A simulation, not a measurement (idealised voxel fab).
The following process module bears the name voxel plated lines.
cross-section cut | 140 nm wide | cells 5 nm
Throughout this document, each cross-section is represented as a grid of square cells and is presented as a sequence of bands enumerated from the top downward, where a band comprises one or more rows of cells.
Band: top height; bottom height; in nm. Then, left to right: material with width in nm, for each material. "full width": a single material spanning edge to edge. "air": empty space.
We count height from 0. Below that, the starting wafer is all one material. The lowest band never ends at the bottom but goes on down; see "from 0 down" for how that is written.
Graded width ("30 to 40"): value in top row of band = first number; value in bottom row = second number; row-to-row change constant.
Where a step carries "stayed the same", the cross-section came out of it unchanged, cell for cell.
This entry, "Closed void roster", enumerates those empty regions of no fewer than 8 cells that possess no open connection to the top. Each region is reported in the form width x height at distance, the distance being taken from the left edge, with all three quantities expressed in nm.
What comes after the settings on a step's line is commentary from the simulator itself on that step.
Steps that use a mask can have "overlay nm" on their line. It says how far the mask sat to the right of where it was meant to be. Negative means to the left.

-- These are the steps we planned for the process
1,RECEIVE,material Si
2,CONFORMAL_DEP,material SiN,thk nm 5
3,DIRECTIONAL_DEP,material TiN,thk nm 5
4,PATTERN,tone open,mask id LINES,material resist,width nm 20,pitch nm 45,thk nm 20,overlay nm 0
5,EPI,material Ru,thk nm 10
6,STRIP,etch materials resist
7,DIRECTIONAL_ETCH,etch materials TiN,depth nm 5
8,CONFORMAL_DEP,material SiCN,thk nm 10

-- Received-state cross-section, reflecting completion of step 1
from 0 down  Si full width
Closed void roster: none

-- Post-module cross-section: identical start and plan to those above, one misstep in execution
from 40 to 30  5 nm air  40 nm SiCN  5 nm air  40 nm SiCN  5 nm air  40 nm SiCN  5 nm air
from 30 to 15  5 nm air  10 nm SiCN  20 nm Ru  10 nm SiCN  5 nm air  10 nm SiCN  20 nm Ru  10 nm SiCN  5 nm air  10 nm SiCN  20 nm Ru  10 nm SiCN  5 nm air
from 15 to 10  15 nm SiCN  20 nm Ru  25 nm SiCN  20 nm Ru  25 nm SiCN  20 nm Ru  15 nm SiCN
from 10 to 5  15 nm SiCN  20 nm TiN  25 nm SiCN  20 nm TiN  25 nm SiCN  20 nm TiN  15 nm SiCN
from 5 to 0  SiN full width
from 0 down  Si full width
Closed void roster: none
Run error: step 5 was run twice
